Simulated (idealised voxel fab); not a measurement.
You're looking at the process module voxel tone inversion.
Cross-section cut: width 210 nm, square cells of 5 nm.
Throughout this document, each cross-section is represented as a grid of square cells and is presented as a sequence of bands enumerated from the top downward, where a band comprises one or more rows of cells. This entry defines a band. It first specifies the height of the band's top and the height of its bottom in nm, and then specifies the band's materials from left to right, stating each material with its width in nm. The word "throughout" identifies a single material that fills the band from edge to edge, while the word "air" identifies empty space. Measure heights from 0. That's the level where, below it, the as-received wafer is all one material. The lowest band is bottomless and extends downward; write it as in "from 0 down". The width entry "30->40" should be interpreted row by row: the top row of cells in the band takes the first number, the bottom row takes the second number, and the change between adjacent rows is uniform throughout. It should be understood that the words "no alteration", when stated for a given step, signify that the cross-section underwent no change in any of its cells during that step. "Unvented cavities" specifies each empty space that is not open to the top and that occupies no fewer than 8 cells, using the form width x height at distance, the distance measured from the left edge and all three quantities in nm. It should be noted that, on the line of a given step, the content following the step's settings is a remark produced by the simulator itself with respect to that step. "overlay nm", when on a step's line for a step with a mask, measures how far to the right of its planned place the mask lay; a negative measure means to the left.
Steps in the process plan
1: RECEIVE | material Si
2: CONFORMAL_DEP | material SiCN | thk nm 5
3: DIRECTIONAL_DEP | material polySi | thk nm 25
4: PATTERN | tone cover | mask id POSTS | material resist | width nm 20 | pitch nm 35 | thk nm 35 | overlay nm 0
5: DIRECTIONAL_ETCH | etch materials polySi | depth nm 25
6: STRIP | etch materials resist
7: FILL_DEP | material lowk | thk nm 5
8: CMP | height nm 30
9: STRIP | etch materials polySi
As received (post step 1): cross-section
* from 0 down: Si throughout
* Unvented cavities: none
Cross-section: first of two wafers, module finished, run according to plan
* from 30 to 5: 75 of lowk / 20 of air / 15 of lowk / 20 of air / 80 of lowk
* from 5 to 0: SiCN throughout
* from 0 down: Si throughout
* Unvented cavities: none
Wafer two (of two), end-of-module cross-section: start = wafer one, plan = wafer one, one run mistake
* from 30 to 15: 75 of lowk / 20 of air / 15 of lowk / 20 of air / 80 of lowk
* from 15 to 0: SiCN throughout
* from 0 down: Si throughout
* Unvented cavities: none
In executing the process, a mistake was made relative to the plan: step 2 was processed under conditions differing from the plan, specifically as CONFORMAL_DEP | material SiCN | thk nm 15
Count the cells at the end and the second wafer has more or fewer of some materials than the first: +84 SiCN; -68 lowk
